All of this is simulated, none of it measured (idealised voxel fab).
Process module in this document: voxel self aligned vias
Section shown: cut. Width: 220 nm. Cell size: 5 nm, square.
Notation: cross-section as square-cell grid; stated in bands, top first, going down; one or more cell rows per band.
Top, bottom (nm), then materials left to right with widths (nm); lone material tagged "all across" fills the whole band edge to edge; "air" = empty space.
The level at which height equals 0 is the one under which the wafer, as it arrives, is entirely one material. No lower edge exists for the bottom band, which continues downward and is notated as in "top 0, no bottom".
Note: "30..40" means the width goes from the first number (top row of the band) to the second number (bottom row) in equal steps per row of cells.
"nothing changed" for a step: no cell of the cross-section changed in that step.
Entry "Sealed voids" = empty spaces >= 8 cells with no open way to the top; each as width x height at distance, distance from left edge, all nm.
It should be noted that, on the line of a given step, the content following the step's settings is a remark produced by the simulator itself with respect to that step.
overlay nm: how far to the right of its planned place the mask lay on this masked step (negative: to the left).
-- Set out below are the planned steps of the process
| 1 | RECEIVE [material Si] |
| 2 | CONFORMAL_DEP [material SiO2] [thk nm 15] |
| 3 | CONFORMAL_DEP [material SiCN] [thk nm 5] |
| 4 | DIRECTIONAL_DEP [material lowk] [thk nm 20] |
| 5 | DIRECTIONAL_DEP [material aC] [thk nm 10] |
| 6 | PATTERN [tone open] [mask id LINES] [material resist] [width nm 25] [pitch nm 55] [thk nm 25] [overlay nm 0] |
| 7 | DIRECTIONAL_ETCH [etch materials aC] [depth nm 10] |
| 8 | STRIP [etch materials resist] |
| 9 | DIRECTIONAL_ETCH [etch materials lowk] [depth nm 20] |
| 10 | STRIP [etch materials aC] |
| 11 | CONFORMAL_DEP [material TiN] [thk nm 5] |
| 12 | FILL_DEP [material W] [thk nm 10] |
| 13 | CMP [height nm 40] |
| 14 | SELECTIVE_ETCH [etch materials W Ru TiN] [depth nm 5] |
| 15 | FILL_DEP [material SiN] [thk nm 10] |
| 16 | CMP [height nm 40] |
| 17 | DIRECTIONAL_DEP [material lowk] [thk nm 20] |
| 18 | PATTERN [tone open] [mask id VIAS] [material resist] [width nm 35] [pitch nm 110] [thk nm 15] [overlay nm 0] |
| 19 | DIRECTIONAL_ETCH [etch materials lowk] [depth nm 20] |
| 20 | DIRECTIONAL_ETCH [etch materials SiN] [depth nm 5] |
| 21 | STRIP [etch materials resist] |
| 22 | CONFORMAL_DEP [material TiN] [thk nm 5] |
| 23 | FILL_DEP [material Cu] [thk nm 10] |
| 24 | CMP [height nm 60] |
| 25 | CONFORMAL_DEP [material SiN] [thk nm 5] |
-- Cross-section of the wafer at receipt, which is the condition after step 1
	top 0, no bottom: Si all across
	Sealed voids: none
-- Here's the cross-section of the first of our two wafers at the end of the module - it ran as planned
	top 65, bottom 60: SiN all across
	top 60, bottom 45: lowk (35); TiN (5); Cu (25); TiN (5); lowk (75); TiN (5); Cu (25); TiN (5); lowk (40)
	top 45, bottom 40: lowk (35); TiN (10); Cu (15); TiN (10); lowk (75); TiN (10); Cu (15); TiN (10); lowk (40)
	top 40, bottom 35: lowk (40); TiN (25); lowk (30); SiN (25); lowk (30); TiN (25); lowk (45)
	top 35, bottom 25: lowk (40); TiN (5); W (15); TiN (5); lowk (30); TiN (5); W (15); TiN (5); lowk (30); TiN (5); W (15); TiN (5); lowk (45)
	top 25, bottom 20: lowk (40); TiN (25); lowk (30); TiN (25); lowk (30); TiN (25); lowk (45)
	top 20, bottom 15: SiCN all across
	top 15, bottom 0: SiO2 all across
	top 0, no bottom: Si all across
	Sealed voids: none
-- End of module, second wafer, cross-section. Started like the first, planned like the first, run with one mistake
	top 65, bottom 60: SiN all across
	top 60, bottom 45: lowk (35); TiN (5); Cu (25); TiN (5); lowk (75); TiN (5); Cu (25); TiN (5); lowk (40)
	top 45, bottom 40: lowk (35); TiN (10); Cu (15); TiN (10); lowk (75); TiN (10); Cu (15); TiN (10); lowk (40)
	top 40, bottom 35: lowk (40); TiN (25); lowk (30); SiN (25); lowk (30); TiN (25); lowk (45)
	top 35, bottom 30: SiCN all across
	top 30, bottom 0: SiO2 all across
	top 0, no bottom: Si all across
	Sealed voids: none
The plan and the run diverged here: execution of plan step 2 occurred twice
The closing comparison, in cells, has the second wafer with more or fewer of some materials than the first: SiO2 +132; TiN -27; W -18; lowk -87
